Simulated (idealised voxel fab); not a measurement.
Name of the process module below: voxel capacitor over wiring
We display cut, a cross-section 255 nm in width whose square cells are each 5 nm.
How to read a cross-section here: the picture is a grid of square cells, written as bands going from the top down, and any band can span one or more rows of cells. This entry defines a band. It first specifies the height of the band's top and the height of its bottom in nm, and then specifies the band's materials from left to right, stating each material with its width in nm. The word "everywhere" identifies a single material that fills the band from edge to edge, while the word "blank" identifies empty space. Height datum 0, below which the as-received substrate wafer is one material. Lowest band open at the bottom, running downward: "top 0, no bottom". The width entry "30 to 40" should be interpreted row by row: the top row of cells in the band takes the first number, the bottom row takes the second number, and the change between adjacent rows is uniform throughout. You'll sometimes find "no alteration" written for a step, and that's the way of saying that nowhere in the cross-section did a cell change during that step. So "Unvented voids" is basically the list of trapped voids: any empty space of 8 cells or more that can't reach the top through an opening. They're written width x height at distance, the distance being from the left edge, and it's all nm. That trailing text on a step's line, after the settings, is the simulator's own remark on the step. The line of a step may include "overlay nm". On a step with a mask, this value is how far to the right of its planned place the mask lay. A negative value means the mask lay to the left.

# Process steps foreseen in the plan
step 1: RECEIVE,material Si
step 2: CONFORMAL_DEP,material SiO2,thk nm 15
step 3: DIRECTIONAL_DEP,material TiN,thk nm 5
step 4: DIRECTIONAL_DEP,material W,thk nm 15
step 5: MASKED_ETCH,tone cover,mask id METAL_1,width nm 25,pitch nm 85,etch materials W,depth nm 15,overlay nm 0
step 6: MASKED_ETCH,tone cover,mask id METAL_1,width nm 25,pitch nm 85,etch materials TiN,depth nm 5,overlay nm 0
step 7: CONFORMAL_DEP,material SiCN,thk nm 5
step 8: FILL_DEP,material lowk,thk nm 10
step 9: CMP,height nm 35
step 10: CONFORMAL_DEP,material SiCN,thk nm 5
step 11: DIRECTIONAL_DEP,material lowk,thk nm 10
step 12: DIRECTIONAL_DEP,material aC,thk nm 15
step 13: PATTERN,tone open,mask id PLUG_1,material resist,width nm 15,thk nm 30,overlay nm 0
step 14: DIRECTIONAL_ETCH,etch materials aC,depth nm 15
step 15: STRIP,etch materials resist
step 16: DIRECTIONAL_ETCH,etch materials lowk,depth nm 10
step 17: DIRECTIONAL_ETCH,etch materials SiCN,depth nm 5
step 18: STRIP,etch materials aC
step 19: CONFORMAL_DEP,material TiN,thk nm 5
step 20: FILL_DEP,material Cu,thk nm 5
step 21: CMP,height nm 50
step 22: DIRECTIONAL_DEP,material TiN,thk nm 5
step 23: DIRECTIONAL_DEP,material HfO2,thk nm 5
step 24: DIRECTIONAL_DEP,material TiN,thk nm 10
step 25: DIRECTIONAL_DEP,material aC,thk nm 15
step 26: PATTERN,tone cover,mask id UPPER_PLATE,material resist,width nm 65,thk nm 35,overlay nm 0
step 27: DIRECTIONAL_ETCH,etch materials aC,depth nm 15
step 28: STRIP,etch materials resist
step 29: DIRECTIONAL_ETCH,etch materials TiN,depth nm 10
step 30: DIRECTIONAL_ETCH,etch materials HfO2,depth nm 5
step 31: STRIP,etch materials aC
step 32: DIRECTIONAL_DEP,material aC,thk nm 15
step 33: PATTERN,tone cover,mask id LOWER_PLATE,material resist,width nm 75,thk nm 30,overlay nm 0
step 34: DIRECTIONAL_ETCH,etch materials aC,depth nm 15
step 35: STRIP,etch materials resist
step 36: DIRECTIONAL_ETCH,etch materials TiN,depth nm 5
step 37: STRIP,etch materials aC
step 38: FILL_DEP,material SiO2,thk nm 20
step 39: CMP,height nm 85
step 40: PATTERN,tone open,mask id PLUG_2,material resist,width nm 15,thk nm 15,overlay nm 0
step 41: DIRECTIONAL_ETCH,etch materials SiO2,depth nm 15
step 42: STRIP,etch materials resist
step 43: CONFORMAL_DEP,material TiN,thk nm 5
step 44: FILL_DEP,material Cu,thk nm 5
step 45: CMP,height nm 85
step 46: CONFORMAL_DEP,material SiCN,thk nm 5

# Cross-section of the wafer as it came to us, i.e., already through step 1
    top 0, no bottom  Si everywhere
    Unvented voids: none

# Module complete, cross-section. Starting point and plan per above. One mistake made in running the module
    top 90, bottom 85  SiCN everywhere
    top 85, bottom 80  90 SiO2, 15 TiN, 150 SiO2
    top 80, bottom 70  80 SiO2, 65 TiN, 110 SiO2
    top 70, bottom 65  80 SiO2, 65 HfO2, 110 SiO2
    top 65, bottom 60  75 SiO2, 75 TiN, 105 SiO2
    top 60, bottom 50  TiN everywhere
    top 50, bottom 40  80 lowk, 5 TiN, 5 Cu, 5 TiN, 160 lowk
    top 40, bottom 35  80 SiCN, 15 TiN, 160 SiCN
    top 35, bottom 20  65 lowk, 5 SiCN, 25 W, 5 SiCN, 50 lowk, 5 SiCN, 25 W, 5 SiCN, 70 lowk
    top 20, bottom 15  70 SiCN, 25 TiN, 60 SiCN, 25 TiN, 75 SiCN
    top 15, bottom 0  SiO2 everywhere
    top 0, no bottom  Si everywhere
    Unvented voids: none
Nonconformance to the process plan: heads up, step 22 didn't go per plan, it actually ran as DIRECTIONAL_DEP,material TiN,thk nm 15
